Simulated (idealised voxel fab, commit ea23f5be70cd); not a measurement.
Proc. module: voxel transistor to metal
Cross-section cut: width 175 nm, square cells of 5 nm.
The cross-sections in this document take the form of a grid made of square cells. They are written out as bands, in order from top to bottom. Each band consists of one or more rows of cells. First you get the band's top height and its bottom height, in nm, and then the materials it's made of, left to right, with each width in nm. If you see a single material with "everywhere", that one covers the band edge to edge. "blank" is empty space. For the purposes of this specification, 0 denotes the height below which the wafer in its as-received condition is composed wholly of one material, and the lowermost band, lacking a lower limit, extends downward without end, as expressed in "z 0 and below". Note: "30 to 40" means the width goes from the first number (top row of the band) to the second number (bottom row) in equal steps per row of cells. "all unchanged" means the step left every cell of the cross-section as it was. "Unvented internal voids": empty spaces of 8 cells or more with no open way to the top, each given as width x height at distance, distance from the left edge, all in nm. Past the settings on a step's line: simulator remark, on that step. When a step includes a mask, the "overlay nm" setting on its line states how far to the right of its planned place that mask lay, and negative values state how far to the left.

## Process steps - plan
1. op RECEIVE | material Si
2. op OXIDIZE | depth nm 5
3. op CONFORMAL_DEP | material SiN | thk nm 15
4. op PATTERN | tone cover | mask id ACTIVE | material resist | width nm 135 | thk nm 20 | overlay nm 0
5. op DIRECTIONAL_ETCH | etch materials SiN | depth nm 15
6. op DIRECTIONAL_ETCH | etch materials SiO2 | depth nm 5
7. op DIRECTIONAL_ETCH | etch materials Si | depth nm 25
8. op STRIP | etch materials resist
9. op FILL_DEP | material SiO2 | thk nm 15
10. op CMP | height nm 15
11. op SELECTIVE_ETCH | etch materials SiO2 | depth nm 10
12. op STRIP | etch materials SiN
13. op SELECTIVE_ETCH | etch materials SiO2 | depth nm 5
14. op OXIDIZE | depth nm 5
15. op DIRECTIONAL_DEP | material polySi | thk nm 30
16. op DIRECTIONAL_DEP | material SiCN | thk nm 15
17. op PATTERN | tone cover | mask id GATE | material resist | width nm 35 | thk nm 20 | overlay nm 0
18. op DIRECTIONAL_ETCH | etch materials SiCN | depth nm 25
19. op DIRECTIONAL_ETCH | etch materials polySi | depth nm 40
20. op STRIP | etch materials resist
21. op CONFORMAL_DEP | material SiO2 | thk nm 5
22. op DIRECTIONAL_ETCH | etch materials SiO2 | depth nm 5
23. op CONFORMAL_DEP | material SiN | thk nm 10
24. op DIRECTIONAL_ETCH | etch materials SiN | depth nm 10
25. op DIRECTIONAL_ETCH | etch materials SiO2 | depth nm 5
26. op DIRECTIONAL_ETCH | etch materials Si | depth nm 15
27. op EPI | material nSi | thk nm 15
28. op FILL_DEP | material SiO2 | thk nm 5
29. op CMP | height nm 25
30. op STRIP | etch materials polySi
31. op SELECTIVE_ETCH | etch materials SiO2 | depth nm 5
32. op CONFORMAL_DEP | material HfO2 | thk nm 5
33. op CONFORMAL_DEP | material TiN | thk nm 5
34. op FILL_DEP | material W | thk nm 5
35. op CMP | height nm 20
36. op DIRECTIONAL_DEP | material SiO2 | thk nm 10
37. op MASKED_ETCH | tone open | mask id CONTACT | width nm 20 | pitch nm 95 | etch materials SiO2 | depth nm 25 | overlay nm 0
38. op CONFORMAL_DEP | material TiN | thk nm 5
39. op FILL_DEP | material W | thk nm 10
40. op CMP | height nm 30
41. op DIRECTIONAL_DEP | material TiN | thk nm 5
42. op DIRECTIONAL_DEP | material W | thk nm 15
43. op DIRECTIONAL_DEP | material aC | thk nm 10
44. op PATTERN | tone cover | mask id METAL_1 | material resist | width nm 20 | pitch nm 95 | thk nm 30 | overlay nm 0
45. op DIRECTIONAL_ETCH | etch materials aC | depth nm 10
46. op STRIP | etch materials resist
47. op DIRECTIONAL_ETCH | etch materials W | depth nm 15
48. op DIRECTIONAL_ETCH | etch materials TiN | depth nm 5
49. op STRIP | etch materials aC
50. op CONFORMAL_DEP | material SiCN | thk nm 5
51. op FILL_DEP | material lowk | thk nm 10
52. op CMP | height nm 50
53. op CONFORMAL_DEP | material SiCN | thk nm 5

## Cross-section, incoming material, after step 1
	z 0 and below = Si everywhere
	Unvented internal voids: none

## Figure: cross-sectional view of the wafer upon completion of the module, processed from the initial state and according to the plan depicted above, with one error introduced during execution
	z 55 to 50 = SiCN everywhere
	z 50 to 35 = 25 lowk  5 SiCN  20 W  5 SiCN  65 lowk  5 SiCN  20 W  5 SiCN  25 lowk
	z 35 to 30 = 30 SiCN  20 TiN  75 SiCN  20 TiN  30 SiCN
	z 30 to 20 = 30 SiO2  5 TiN  10 W  5 TiN  75 SiO2  5 TiN  10 W  5 TiN  30 SiO2
	z 20 to 10 = 30 SiO2  5 TiN  10 W  5 TiN  5 SiO2  10 SiN  5 HfO2  5 TiN  25 W  5 TiN  5 HfO2  10 SiN  5 SiO2  5 TiN  10 W  5 TiN  30 SiO2
	z 10 to 5 = 30 SiO2  20 TiN  5 SiO2  10 SiN  5 HfO2  5 TiN  25 W  5 TiN  5 HfO2  10 SiN  5 SiO2  20 TiN  30 SiO2
	z 5 to 0 = 25 SiO2  30 nSi  10 SiN  5 HfO2  5 TiN  25 W  5 TiN  5 HfO2  10 SiN  30 nSi  25 SiO2
	z 0 to -5 = 20 SiO2  10 SiN  25 nSi  10 SiN  5 HfO2  35 TiN  5 HfO2  10 SiN  25 nSi  10 SiN  20 SiO2
	z -5 to -10 = 30 SiO2  25 nSi  10 SiO2  45 HfO2  10 SiO2  25 nSi  30 SiO2
	z -10 to -25 = 20 SiO2  10 Si  25 nSi  65 Si  25 nSi  10 Si  20 SiO2
	z -25 to -55 = 20 SiO2  135 Si  20 SiO2
	z -55 and below = Si everywhere
	Unvented internal voids: none
Plan not followed: yeah, plan step 7 got run twice
